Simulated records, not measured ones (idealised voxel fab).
Process module in this document: voxel self aligned contacts
The width of the displayed cross-section, cut, is 290 nm; its cells are square, with a size of 5 nm.
The cross-sections in this document take the form of a grid made of square cells. They are written out as bands, in order from top to bottom. Each band consists of one or more rows of cells.
This entry defines a band. It first specifies the height of the band's top and the height of its bottom in nm, and then specifies the band's materials from left to right, stating each material with its width in nm. The word "all across" identifies a single material that fills the band from edge to edge, while the word "empty" identifies empty space.
The reference from which all heights are counted is 0, the level beneath which the as-received wafer is entirely one material; the lowest band, having no lower bound, proceeds downward and is written after the example "from 0 down".
A width such as "30 to 40" changes by the same amount from each row of cells to the next, from the band's top row to its bottom row.
Key: "no change" - step with no changed cell in the cross-section.
"Voids, sealed" enumerates empty spaces isolated from the top, with no open way to it, that contain at least 8 cells, giving each as width x height at distance from the left edge, all three in nm.
That trailing text on a step's line, after the settings, is the simulator's own remark on the step.
overlay nm: where the mask lay relative to plan, measured to the right, on steps with a mask; negatives go left.
SO HERE'S THE LINEUP OF PROCESS STEPS WE PLANNED
1. RECEIVE with material Si
2. CONFORMAL_DEP with material SiO2, thk nm 5
3. DIRECTIONAL_DEP with material polySi, thk nm 20
4. DIRECTIONAL_DEP with material SiN, thk nm 25
5. DIRECTIONAL_DEP with material aC, thk nm 15
6. PATTERN with tone cover, mask id GATE, material resist, width nm 30, pitch nm 65, thk nm 35, overlay nm 0
7. DIRECTIONAL_ETCH with etch materials aC, depth nm 15
8. STRIP with etch materials resist
9. DIRECTIONAL_ETCH with etch materials SiN, depth nm 25
10. DIRECTIONAL_ETCH with etch materials polySi, depth nm 20
11. STRIP with etch materials aC
12. CONFORMAL_DEP with material SiN, thk nm 10
13. DIRECTIONAL_ETCH with etch materials SiN, depth nm 10
14. FILL_DEP with material SiO2, thk nm 15
15. CMP with height nm 60
16. DIRECTIONAL_DEP with material aC, thk nm 10
17. PATTERN with tone open, mask id CONTACT, material resist, width nm 45, pitch nm 65, thk nm 25, overlay nm 0
18. DIRECTIONAL_ETCH with etch materials aC, depth nm 10
19. STRIP with etch materials resist
20. DIRECTIONAL_ETCH with etch materials SiO2, depth nm 60
21. STRIP with etch materials aC
22. CONFORMAL_DEP with material TiN, thk nm 5
23. FILL_DEP with material Ru, thk nm 10
24. CMP with height nm 60
25. CONFORMAL_DEP with material SiN, thk nm 5
FIRST OF TWO WAFERS, WITH THE RUN CARRIED OUT AS PLANNED
AS RECEIVED, AFTER STEP 1
* from 0 down  Si all across
* Voids, sealed: none
STEP 2 DONE - WAFER CROSS-SECTION
* from 5 to 0  SiO2 all across
* Rest of section, below 0: as before.
STEP 3 DONE - WAFER CROSS-SECTION
* from 25 to 5  polySi all across
* Rest of section, below 5: as before.
STEP 4 DONE - WAFER CROSS-SECTION
* from 50 to 25  SiN all across
* Rest of section, below 25: as before.
STEP 5 DONE - WAFER CROSS-SECTION
* from 65 to 50  aC all across
* Rest of section, below 50: as before.
STEP 6 DONE - WAFER CROSS-SECTION
* from 100 to 65  empty 65, then resist 30, then empty 35, then resist 30, then empty 35, then resist 30, then empty 65
* Rest of section, below 65: as before.
STEP 7 DONE - WAFER CROSS-SECTION
* from 85 to 65  empty 65, then resist 30, then empty 35, then resist 30, then empty 35, then resist 30, then empty 65
* from 65 to 50  empty 65, then aC 30, then empty 35, then aC 30, then empty 35, then aC 30, then empty 65
* Rest of section, below 50: as before.
STEP 8 DONE - WAFER CROSS-SECTION
* from 65 to 50  empty 65, then aC 30, then empty 35, then aC 30, then empty 35, then aC 30, then empty 65
* Rest of section, below 50: as before.
STEP 9 DONE - WAFER CROSS-SECTION
* from 65 to 50  empty 65, then aC 30, then empty 35, then aC 30, then empty 35, then aC 30, then empty 65
* from 50 to 25  empty 65, then SiN 30, then empty 35, then SiN 30, then empty 35, then SiN 30, then empty 65
* Rest of section, below 25: as before.
STEP 10 DONE - WAFER CROSS-SECTION
* from 65 to 50  empty 65, then aC 30, then empty 35, then aC 30, then empty 35, then aC 30, then empty 65
* from 50 to 25  empty 65, then SiN 30, then empty 35, then SiN 30, then empty 35, then SiN 30, then empty 65
* from 25 to 5  empty 65, then polySi 30, then empty 35, then polySi 30, then empty 35, then polySi 30, then empty 65
* Rest of section, below 5: as before.
STEP 11 DONE - WAFER CROSS-SECTION
* from 50 to 25  empty 65, then SiN 30, then empty 35, then SiN 30, then empty 35, then SiN 30, then empty 65
* Rest of section, below 25: as before.
STEP 12 DONE - WAFER CROSS-SECTION
* from 60 to 25  empty 55, then SiN 50, then empty 15, then SiN 50, then empty 15, then SiN 50, then empty 55
* from 25 to 15  empty 55, then SiN 10, then polySi 30, then SiN 10, then empty 15, then SiN 10, then polySi 30, then SiN 10, then empty 15, then SiN 10, then polySi 30, then SiN 10, then empty 55
* from 15 to 5  SiN 65, then polySi 30, then SiN 35, then polySi 30, then SiN 35, then polySi 30, then SiN 65
* Rest of section, below 5: as before.
STEP 13 DONE - WAFER CROSS-SECTION
* from 50 to 25  empty 55, then SiN 50, then empty 15, then SiN 50, then empty 15, then SiN 50, then empty 55
* from 25 to 5  empty 55, then SiN 10, then polySi 30, then SiN 10, then empty 15, then SiN 10, then polySi 30, then SiN 10, then empty 15, then SiN 10, then polySi 30, then SiN 10, then empty 55
* Rest of section, below 5: as before.
STEP 14 DONE - WAFER CROSS-SECTION
* from 65 to 50  SiO2 all across
* from 50 to 25  SiO2 55, then SiN 50, then SiO2 15, then SiN 50, then SiO2 15, then SiN 50, then SiO2 55
* from 25 to 5  SiO2 55, then SiN 10, then polySi 30, then SiN 10, then SiO2 15, then SiN 10, then polySi 30, then SiN 10, then SiO2 15, then SiN 10, then polySi 30, then SiN 10, then SiO2 55
* Rest of section, below 5: as before.
STEP 15 DONE - WAFER CROSS-SECTION
* from 60 to 50  SiO2 all across
* Rest of section, below 50: as before.
STEP 16 DONE - WAFER CROSS-SECTION
* from 70 to 60  aC all across
* Rest of section, below 60: as before.
STEP 17 DONE - WAFER CROSS-SECTION
* from 95 to 70  resist 90, then empty 45, then resist 20, then empty 45, then resist 90
* Rest of section, below 70: as before.
STEP 18 DONE - WAFER CROSS-SECTION
* from 85 to 70  resist 90, then empty 45, then resist 20, then empty 45, then resist 90
* from 70 to 60  aC 90, then empty 45, then aC 20, then empty 45, then aC 90
* Rest of section, below 60: as before.
STEP 19 DONE - WAFER CROSS-SECTION
* from 70 to 60  aC 90, then empty 45, then aC 20, then empty 45, then aC 90
* Rest of section, below 60: as before.
STEP 20 DONE - WAFER CROSS-SECTION
* from 70 to 60  aC 90, then empty 45, then aC 20, then empty 45, then aC 90
* from 60 to 50  SiO2 90, then empty 45, then SiO2 20, then empty 45, then SiO2 90
* from 50 to 25  SiO2 55, then SiN 50, then empty 15, then SiN 50, then empty 15, then SiN 50, then SiO2 55
* from 25 to 5  SiO2 55, then SiN 10, then polySi 30, then SiN 10, then empty 15, then SiN 10, then polySi 30, then SiN 10, then empty 15, then SiN 10, then polySi 30, then SiN 10, then SiO2 55
* from 5 to 0  SiO2 105, then empty 15, then SiO2 50, then empty 15, then SiO2 105
* Rest of section, below 0: as before.
STEP 21 DONE - WAFER CROSS-SECTION
* from 60 to 50  SiO2 90, then empty 45, then SiO2 20, then empty 45, then SiO2 90
* Rest of section, below 50: as before.
STEP 22 DONE - WAFER CROSS-SECTION
* from 65 to 60  TiN 95, then empty 35, then TiN 30, then empty 35, then TiN 95
* from 60 to 50  SiO2 90, then TiN 5 to 20, then empty 35 to 5, then TiN 5 to 20, then SiO2 20, then TiN 5 to 20, then empty 35 to 5, then TiN 5 to 20, then SiO2 90
* from 50 to 25  SiO2 55, then SiN 50, then TiN 5, then empty 5, then TiN 5, then SiN 50, then TiN 5, then empty 5, then TiN 5, then SiN 50, then SiO2 55
* from 25 to 5  SiO2 55, then SiN 10, then polySi 30, then SiN 10, then TiN 5, then empty 5, then TiN 5, then SiN 10, then polySi 30, then SiN 10, then TiN 5, then empty 5, then TiN 5, then SiN 10, then polySi 30, then SiN 10, then SiO2 55
* from 5 to 0  SiO2 105, then TiN 15, then SiO2 50, then TiN 15, then SiO2 105
* Rest of section, below 0: as before.
STEP 23 DONE - WAFER CROSS-SECTION
* from 75 to 65  Ru all across
* from 65 to 60  TiN 95, then Ru 35, then TiN 30, then Ru 35, then TiN 95
* from 60 to 50  SiO2 90, then TiN 5 to 20, then Ru 35 to 5, then TiN 5 to 20, then SiO2 20, then TiN 5 to 20, then Ru 35 to 5, then TiN 5 to 20, then SiO2 90
* from 50 to 25  SiO2 55, then SiN 50, then TiN 5, then Ru 5, then TiN 5, then SiN 50, then TiN 5, then Ru 5, then TiN 5, then SiN 50, then SiO2 55
* from 25 to 5  SiO2 55, then SiN 10, then polySi 30, then SiN 10, then TiN 5, then Ru 5, then TiN 5, then SiN 10, then polySi 30, then SiN 10, then TiN 5, then Ru 5, then TiN 5, then SiN 10, then polySi 30, then SiN 10, then SiO2 55
* Rest of section, below 5: as before.
STEP 24 DONE - WAFER CROSS-SECTION
* from 60 to 50  SiO2 90, then TiN 5 to 20, then Ru 35 to 5, then TiN 5 to 20, then SiO2 20, then TiN 5 to 20, then Ru 35 to 5, then TiN 5 to 20, then SiO2 90
* Rest of section, below 50: as before.
STEP 25 DONE - WAFER CROSS-SECTION
* from 65 to 60  SiN all across
* Rest of section, below 60: as before.
SECOND WAFER, SAME STARTING CONDITIONS AND RECIPE AS THE FIRST, ONE MISTAKE IN EXECUTING IT, NOTHING DIFFERS FROM THE FIRST UP TO AND INCLUDING STEP 11
CROSS-SECTION OF THE SECOND WAFER AT THE TIME BY WHICH STEP 12 SHOULD HAVE BEEN COMPLETED ACCORDING TO THE PLAN
* from 40 to 25  empty 65, then SiN 30, then empty 35, then SiN 30, then empty 35, then SiN 30, then empty 65
* Rest of section, below 25: as before.
CROSS-SECTION OF THE SECOND WAFER AT THE TIME BY WHICH STEP 13 SHOULD HAVE BEEN COMPLETED ACCORDING TO THE PLAN
* from 50 to 25  empty 55, then SiN 50, then empty 15, then SiN 50, then empty 15, then SiN 50, then empty 55
* from 25 to 15  empty 55, then SiN 10, then polySi 30, then SiN 10, then empty 15, then SiN 10, then polySi 30, then SiN 10, then empty 15, then SiN 10, then polySi 30, then SiN 10, then empty 55
* from 15 to 5  SiN 65, then polySi 30, then SiN 35, then polySi 30, then SiN 35, then polySi 30, then SiN 65
* Rest of section, below 5: as before.
CROSS-SECTION OF THE SECOND WAFER AT THE TIME BY WHICH STEP 14 SHOULD HAVE BEEN COMPLETED ACCORDING TO THE PLAN
* from 65 to 50  SiO2 all across
* from 50 to 25  SiO2 55, then SiN 50, then SiO2 15, then SiN 50, then SiO2 15, then SiN 50, then SiO2 55
* from 25 to 15  SiO2 55, then SiN 10, then polySi 30, then SiN 10, then SiO2 15, then SiN 10, then polySi 30, then SiN 10, then SiO2 15, then SiN 10, then polySi 30, then SiN 10, then SiO2 55
* Rest of section, below 15: as before.
CROSS-SECTION OF THE SECOND WAFER AT THE TIME BY WHICH STEP 15 SHOULD HAVE BEEN COMPLETED ACCORDING TO THE PLAN
* from 60 to 50  SiO2 all across
* Rest of section, below 50: as before.
CROSS-SECTION OF THE SECOND WAFER AT THE TIME BY WHICH STEP 16 SHOULD HAVE BEEN COMPLETED ACCORDING TO THE PLAN
* from 70 to 60  aC all across
* Rest of section, below 60: as before.
CROSS-SECTION OF THE SECOND WAFER AT THE TIME BY WHICH STEP 17 SHOULD HAVE BEEN COMPLETED ACCORDING TO THE PLAN
* from 95 to 70  resist 90, then empty 45, then resist 20, then empty 45, then resist 90
* Rest of section, below 70: as before.
CROSS-SECTION OF THE SECOND WAFER AT THE TIME BY WHICH STEP 18 SHOULD HAVE BEEN COMPLETED ACCORDING TO THE PLAN
* from 85 to 70  resist 90, then empty 45, then resist 20, then empty 45, then resist 90
* from 70 to 60  aC 90, then empty 45, then aC 20, then empty 45, then aC 90
* Rest of section, below 60: as before.
CROSS-SECTION OF THE SECOND WAFER AT THE TIME BY WHICH STEP 19 SHOULD HAVE BEEN COMPLETED ACCORDING TO THE PLAN
* from 70 to 60  aC 90, then empty 45, then aC 20, then empty 45, then aC 90
* Rest of section, below 60: as before.
CROSS-SECTION OF THE SECOND WAFER AT THE TIME BY WHICH STEP 20 SHOULD HAVE BEEN COMPLETED ACCORDING TO THE PLAN
* from 70 to 60  aC 90, then empty 45, then aC 20, then empty 45, then aC 90
* from 60 to 50  SiO2 90, then empty 45, then SiO2 20, then empty 45, then SiO2 90
* from 50 to 25  SiO2 55, then SiN 50, then empty 15, then SiN 50, then empty 15, then SiN 50, then SiO2 55
* from 25 to 15  SiO2 55, then SiN 10, then polySi 30, then SiN 10, then empty 15, then SiN 10, then polySi 30, then SiN 10, then empty 15, then SiN 10, then polySi 30, then SiN 10, then SiO2 55
* Rest of section, below 15: as before.
CROSS-SECTION OF THE SECOND WAFER AT THE TIME BY WHICH STEP 21 SHOULD HAVE BEEN COMPLETED ACCORDING TO THE PLAN
* from 60 to 50  SiO2 90, then empty 45, then SiO2 20, then empty 45, then SiO2 90
* Rest of section, below 50: as before.
CROSS-SECTION OF THE SECOND WAFER AT THE TIME BY WHICH STEP 22 SHOULD HAVE BEEN COMPLETED ACCORDING TO THE PLAN
* from 65 to 60  TiN 95, then empty 35, then TiN 30, then empty 35, then TiN 95
* from 60 to 50  SiO2 90, then TiN 5 to 20, then empty 35 to 5, then TiN 5 to 20, then SiO2 20, then TiN 5 to 20, then empty 35 to 5, then TiN 5 to 20, then SiO2 90
* from 50 to 25  SiO2 55, then SiN 50, then TiN 5, then empty 5, then TiN 5, then SiN 50, then TiN 5, then empty 5, then TiN 5, then SiN 50, then SiO2 55
* from 25 to 20  SiO2 55, then SiN 10, then polySi 30, then SiN 10, then TiN 5, then empty 5, then TiN 5, then SiN 10, then polySi 30, then SiN 10, then TiN 5, then empty 5, then TiN 5, then SiN 10, then polySi 30, then SiN 10, then SiO2 55
* from 20 to 15  SiO2 55, then SiN 10, then polySi 30, then SiN 10, then TiN 15, then SiN 10, then polySi 30, then SiN 10, then TiN 15, then SiN 10, then polySi 30, then SiN 10, then SiO2 55
* Rest of section, below 15: as before.
CROSS-SECTION OF THE SECOND WAFER AT THE TIME BY WHICH STEP 23 SHOULD HAVE BEEN COMPLETED ACCORDING TO THE PLAN
* from 75 to 65  Ru all across
* from 65 to 60  TiN 95, then Ru 35, then TiN 30, then Ru 35, then TiN 95
* from 60 to 50  SiO2 90, then TiN 5 to 20, then Ru 35 to 5, then TiN 5 to 20, then SiO2 20, then TiN 5 to 20, then Ru 35 to 5, then TiN 5 to 20, then SiO2 90
* from 50 to 25  SiO2 55, then SiN 50, then TiN 5, then Ru 5, then TiN 5, then SiN 50, then TiN 5, then Ru 5, then TiN 5, then SiN 50, then SiO2 55
* from 25 to 20  SiO2 55, then SiN 10, then polySi 30, then SiN 10, then TiN 5, then Ru 5, then TiN 5, then SiN 10, then polySi 30, then SiN 10, then TiN 5, then Ru 5, then TiN 5, then SiN 10, then polySi 30, then SiN 10, then SiO2 55
* Rest of section, below 20: as before.
CROSS-SECTION OF THE SECOND WAFER AT THE TIME BY WHICH STEP 24 SHOULD HAVE BEEN COMPLETED ACCORDING TO THE PLAN
* from 60 to 50  SiO2 90, then TiN 5 to 20, then Ru 35 to 5, then TiN 5 to 20, then SiO2 20, then TiN 5 to 20, then Ru 35 to 5, then TiN 5 to 20, then SiO2 90
* Rest of section, below 50: as before.
CROSS-SECTION OF THE SECOND WAFER AT THE TIME BY WHICH STEP 25 SHOULD HAVE BEEN COMPLETED ACCORDING TO THE PLAN
* from 65 to 60  SiN all across
* Rest of section, below 60: as before.
Heads up, the wafer didn't run the way we planned it: step 12 ran in the slot meant for step 13, and vice versa
End check, counted in cells, second wafer has more or fewer of these materials than the first: Ru -6, SiN +56, SiO2 -38, TiN -12
